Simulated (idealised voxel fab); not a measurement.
Process module name: voxel ribs on slabs
The figure presents cross-section cut, which has a width of 185 nm and is divided into square cells with an edge length of 5 nm.
Cross-section layout: square cells on a grid; listed as bands, top to bottom; a band spans one or more cell rows.
Band entry format. Leading values: height of top, height of bottom, nm. Remainder: materials in left-to-right order, each with its width in nm. Special words: "everywhere" on a single material, which then fills the band edge to edge; "air", empty space.
Height is counted from the level 0, under which the received wafer is composed throughout of one material. The lowest of the bands is not closed at the bottom but continues downward, in the notation "0 nm and below".
Note: "30->40" means the width goes from the first number (top row of the band) to the second number (bottom row) in equal steps per row of cells.
Step marked "remained the same"? Then no cell in the cross-section changed in it.
Closed empty spaces (no open way to the top) of 8 cells or more are what "Fully sealed cavities" lists, each as width x height at distance from the left edge, nm for all three.
Heads up: the bit after the settings on a step's line is the simulator's remark on that step.
The line of a step may include "overlay nm". On a step with a mask, this value is how far to the right of its planned place the mask lay. A negative value means the mask lay to the left.

Listed below are the process steps as planned
- 1: op RECEIVE | material Si
- 2: op DIRECTIONAL_DEP | material SiO2 | thk nm 25
- 3: op DIRECTIONAL_DEP | material SiN | thk nm 15
- 4: op PATTERN | tone cover | mask id RIB | material resist | width nm 30 | thk nm 15 | overlay nm 0
- 5: op DIRECTIONAL_ETCH | etch materials SiN | depth nm 5
- 6: op STRIP | etch materials resist
- 7: op DIRECTIONAL_DEP | material aC | thk nm 10
- 8: op PATTERN | tone cover | mask id SLAB | material resist | width nm 60 | thk nm 25 | overlay nm 0
- 9: op DIRECTIONAL_ETCH | etch materials aC | depth nm 10
- 10: op STRIP | etch materials resist
- 11: op DIRECTIONAL_ETCH | etch materials SiN | depth nm 10
- 12: op STRIP | etch materials aC
- 13: op FILL_DEP | material SiO2 | thk nm 25
- 14: op CMP | height nm 60
- 15: op DIRECTIONAL_DEP | material W | thk nm 5
- 16: op PATTERN | tone cover | mask id HEATER | material resist | width nm 40 | thk nm 15 | overlay nm 0
- 17: op DIRECTIONAL_ETCH | etch materials W | depth nm 5
- 18: op STRIP | etch materials resist
- 19: op CONFORMAL_DEP | material SiN | thk nm 10

The following pertains to the first of two wafers, which was processed as planned

Incoming wafer in cross-section (state: after step 1)
* 0 nm and below = Si everywhere
* Fully sealed cavities: none

The wafer, seen in cross-section, after step 2
* 25 nm to 0 nm = SiO2 everywhere
* Unchanged below 0.

The wafer, seen in cross-section, after step 3
* 40 nm to 25 nm = SiN everywhere
* Unchanged below 25.

The wafer, seen in cross-section, after step 4
* 55 nm to 40 nm = air 75, resist 30, air 80
* Unchanged below 40.

The wafer, seen in cross-section, after step 5
* 55 nm to 40 nm = air 75, resist 30, air 80
* 40 nm to 35 nm = air 75, SiN 30, air 80
* Unchanged below 35.

The wafer, seen in cross-section, after step 6
* 40 nm to 35 nm = air 75, SiN 30, air 80
* Unchanged below 35.

The wafer, seen in cross-section, after step 7
* 50 nm to 45 nm = air 75, aC 30, air 80
* 45 nm to 40 nm = aC everywhere
* 40 nm to 35 nm = aC 75, SiN 30, aC 80
* Unchanged below 35.

The wafer, seen in cross-section, after step 8
* 75 nm to 50 nm = air 60, resist 60, air 65
* 50 nm to 45 nm = air 60, resist 15, aC 30, resist 15, air 65
* Unchanged below 45.

The wafer, seen in cross-section, after step 9
* 65 nm to 50 nm = air 60, resist 60, air 65
* 50 nm to 45 nm = air 60, resist 15, aC 30, resist 15, air 65
* 45 nm to 40 nm = air 60, aC 60, air 65
* 40 nm to 35 nm = air 60, aC 15, SiN 30, aC 15, air 65
* Unchanged below 35.

The wafer, seen in cross-section, after step 10
* 50 nm to 40 nm = air 75->60, aC 30->60, air 80->65
* Unchanged below 40.

The wafer, seen in cross-section, after step 11
* 50 nm to 40 nm = air 75->60, aC 30->60, air 80->65
* 40 nm to 35 nm = air 60, aC 15, SiN 30, aC 15, air 65
* 35 nm to 25 nm = air 60, SiN 60, air 65
* Unchanged below 25.

The wafer, seen in cross-section, after step 12
* 40 nm to 35 nm = air 75, SiN 30, air 80
* Unchanged below 35.

The wafer, seen in cross-section, after step 13
* 65 nm to 40 nm = SiO2 everywhere
* 40 nm to 35 nm = SiO2 75, SiN 30, SiO2 80
* 35 nm to 25 nm = SiO2 60, SiN 60, SiO2 65
* Unchanged below 25.

The wafer, seen in cross-section, after step 14
* 60 nm to 40 nm = SiO2 everywhere
* Unchanged below 40.

The wafer, seen in cross-section, after step 15
* 65 nm to 60 nm = W everywhere
* Unchanged below 60.

The wafer, seen in cross-section, after step 16
* 80 nm to 65 nm = air 70, resist 40, air 75
* Unchanged below 65.

The wafer, seen in cross-section, after step 17
* 80 nm to 65 nm = air 70, resist 40, air 75
* 65 nm to 60 nm = air 70, W 40, air 75
* Unchanged below 60.

The wafer, seen in cross-section, after step 18
* 65 nm to 60 nm = air 70, W 40, air 75
* Unchanged below 60.

The wafer, seen in cross-section, after step 19
* 75 nm to 70 nm = air 60, SiN 60, air 65
* 70 nm to 65 nm = SiN everywhere
* 65 nm to 60 nm = SiN 70, W 40, SiN 75
* Unchanged below 60.

Second wafer, same starting state and plan as the first, one mistake in the run, identical through step 18

Second wafer at the planned finish of step 19, seen in cross-section: remained the same
Plan not followed: the plan's step 19 was left out and never carried out
Cell-count delta at end, second wafer over first, by material: SiN: 78 fewer
